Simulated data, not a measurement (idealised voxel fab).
process module | voxel self aligned contacts
cross-section cut | 245 nm wide | cells 5 nm
A cross-section is a grid of square cells, given in bands from the top down. A band is one or more rows of cells.
Each band's line starts with the height of the band's top and of its bottom, in nm. Then come its materials from left to right, each with its width in nm. One material with "throughout" fills the band from edge to edge. "air" is empty space.
Height 0 is the level under which the wafer as received is all one material. The lowest band goes on downwards, as in "0 down".
A width such as "30 to 40" changes by the same amount from each row of cells to the next, from the band's top row to its bottom row.
"no change" after a step means that no cell of the cross-section changed.
closed voids: empty space of 8 cells or more with no open way to the top, each as width x height at its distance from the left edge, in nm
after a step's settings: what the simulator itself notes on the step
overlay nm, on a step with a mask: how far to the right of its planned place the mask lay; to the left if negative
plan
1 op RECEIVE | material Si
2 op CONFORMAL_DEP | material SiO2 | thk nm 5
3 op DIRECTIONAL_DEP | material polySi | thk nm 30
4 op DIRECTIONAL_DEP | material SiN | thk nm 20
5 op PATTERN | tone cover | mask id GATE | material resist | width nm 30 | pitch nm 70 | thk nm 20 | overlay nm 0
6 op DIRECTIONAL_ETCH | etch materials SiN | depth nm 20
7 op DIRECTIONAL_ETCH | etch materials polySi | depth nm 30
8 op STRIP | etch materials resist
9 op CONFORMAL_DEP | material SiN | thk nm 10
10 op DIRECTIONAL_ETCH | etch materials SiN | depth nm 10
11 op FILL_DEP | material SiO2 | thk nm 10
12 op CMP | height nm 60
13 op PATTERN | tone open | mask id CONTACT | material resist | width nm 50 | pitch nm 70 | thk nm 20 | overlay nm 0
14 op DIRECTIONAL_ETCH | etch materials SiO2 | depth nm 60
15 op STRIP | etch materials resist
16 op CONFORMAL_DEP | material TiN | thk nm 5
17 op FILL_DEP | material Ru | thk nm 5
18 op CMP | height nm 60
19 op CONFORMAL_DEP | material SiCN | thk nm 5
as received, after step 1
  0 down: Si throughout
  closed voids: none
first wafer at the end, as planned
  65 to 60: SiCN throughout
  60 to 55: SiO2 60 | TiN 20 | Ru 10 | TiN 20 | SiO2 20 | TiN 20 | Ru 10 | TiN 20 | SiO2 65
  55 to 35: SiO2 25 | SiN 50 | TiN 5 | Ru 10 | TiN 5 | SiN 50 | TiN 5 | Ru 10 | TiN 5 | SiN 50 | SiO2 30
  35 to 5: SiO2 25 | SiN 10 | polySi 30 | SiN 10 | TiN 5 | Ru 10 | TiN 5 | SiN 10 | polySi 30 | SiN 10 | TiN 5 | Ru 10 | TiN 5 | SiN 10 | polySi 30 | SiN 10 | SiO2 30
  5 to 0: SiO2 75 | TiN 20 | SiO2 50 | TiN 20 | SiO2 80
  0 down: Si throughout
  closed voids: none
second wafer at the end: like start, like plan, one mistake
  65 to 60: SiCN throughout
  60 to 50: SiO2 60 | TiN 5 to 20 | Ru 40 to 10 | TiN 5 to 20 | SiO2 20 | TiN 5 to 20 | Ru 40 to 10 | TiN 5 to 20 | SiO2 65
  50 to 30: SiO2 25 | SiN 50 | TiN 5 | Ru 10 | TiN 5 | SiN 50 | TiN 5 | Ru 10 | TiN 5 | SiN 50 | SiO2 30
  30 to 5: SiO2 25 | SiN 10 | polySi 30 | SiN 10 | TiN 5 | Ru 10 | TiN 5 | SiN 10 | polySi 30 | SiN 10 | TiN 5 | Ru 10 | TiN 5 | SiN 10 | polySi 30 | SiN 10 | SiO2 30
  5 to 0: SiO2 25 | SiN 10 | polySi 30 | SiN 10 | TiN 20 | SiN 10 | polySi 30 | SiN 10 | TiN 20 | SiN 10 | polySi 30 | SiN 10 | SiO2 30
  0 down: Si throughout
  closed voids: none
what went wrong: step 2 was left out
at the end the second wafer has, in cells: 12 more of Ru | 12 fewer of SiO2
